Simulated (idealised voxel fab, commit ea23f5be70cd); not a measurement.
This section sets out a process module, namely voxel ribs on slabs.
Shown is cross-section cut, with a width of 285 nm and square cells of size 5 nm.
If you're reading a cross-section in this doc, picture square cells in a grid; it comes to you as bands, top ones listed first down to the bottom, and a band can be one or more rows of cells. A band entry consists of two parts. The first gives the height of the band's top and the height of its bottom, in nm. The rest lists the band's materials from left to right, each with its width in nm. A single material labelled with the word "all across" fills the band from edge to edge, and the word "blank" marks empty space. Heights are expressed relative to 0, this being the level below which the as-received wafer comprises one material exclusively. The lowest band is unbounded in the downward direction and is denoted as in "from 0 down". Quick explanation for "30..40": the width changes in equal steps down the rows of cells, from the first number in the band's top row to the second number in its bottom row. "stayed the same" -> step changed no cross-section cell. Empty spaces counting at least 8 cells and having no open way to the top are listed in "Voids, enclosed". The notation width x height at distance is used for each, the distance being from the left edge and all three values in nm. Note: text after step settings on the step line = simulator remark on that step. overlay nm: mask right of planned place by this much (step with mask). Neg. = left.

This section lists the process steps that were planned:
1) op RECEIVE | material Si
2) op DIRECTIONAL_DEP | material SiO2 | thk nm 20
3) op DIRECTIONAL_DEP | material SiN | thk nm 20
4) op MASKED_ETCH | tone cover | mask id RIB | width nm 20 | etch materials SiN | depth nm 10 | overlay nm 0
5) op PATTERN | tone cover | mask id SLAB | material resist | width nm 60 | thk nm 20 | overlay nm 0
6) op DIRECTIONAL_ETCH | etch materials SiN | depth nm 10
7) op STRIP | etch materials resist
8) op FILL_DEP | material SiO2 | thk nm 20
9) op CMP | height nm 55
10) op DIRECTIONAL_DEP | material W | thk nm 10
11) op MASKED_ETCH | tone cover | mask id HEATER | width nm 30 | etch materials W | depth nm 10 | overlay nm 0
12) op CONFORMAL_DEP | material SiO2 | thk nm 10

Cross-section, incoming material, after step 1:
from 0 down = Si all across
Voids, enclosed: none

The following cross-section depicts the wafer upon conclusion of the module. Processing commenced from the starting condition illustrated above and adhered to the plan illustrated above, save for one mistake in execution:
from 75 to 65 = blank 110  SiO2 50  blank 125
from 65 to 55 = SiO2 120  W 30  SiO2 135
from 55 to 40 = SiO2 all across
from 40 to 30 = SiO2 130  SiN 20  SiO2 135
from 30 to 20 = SiO2 110  SiN 60  SiO2 115
from 20 to 0 = SiO2 all across
from 0 down = Si all across
Voids, enclosed: none
What was done differently from what was planned? heads up, step 11 didn't go per plan, it actually ran as op MASKED_ETCH | tone cover | mask id HEATER | width nm 30 | etch materials W | depth nm 10 | overlay nm -5
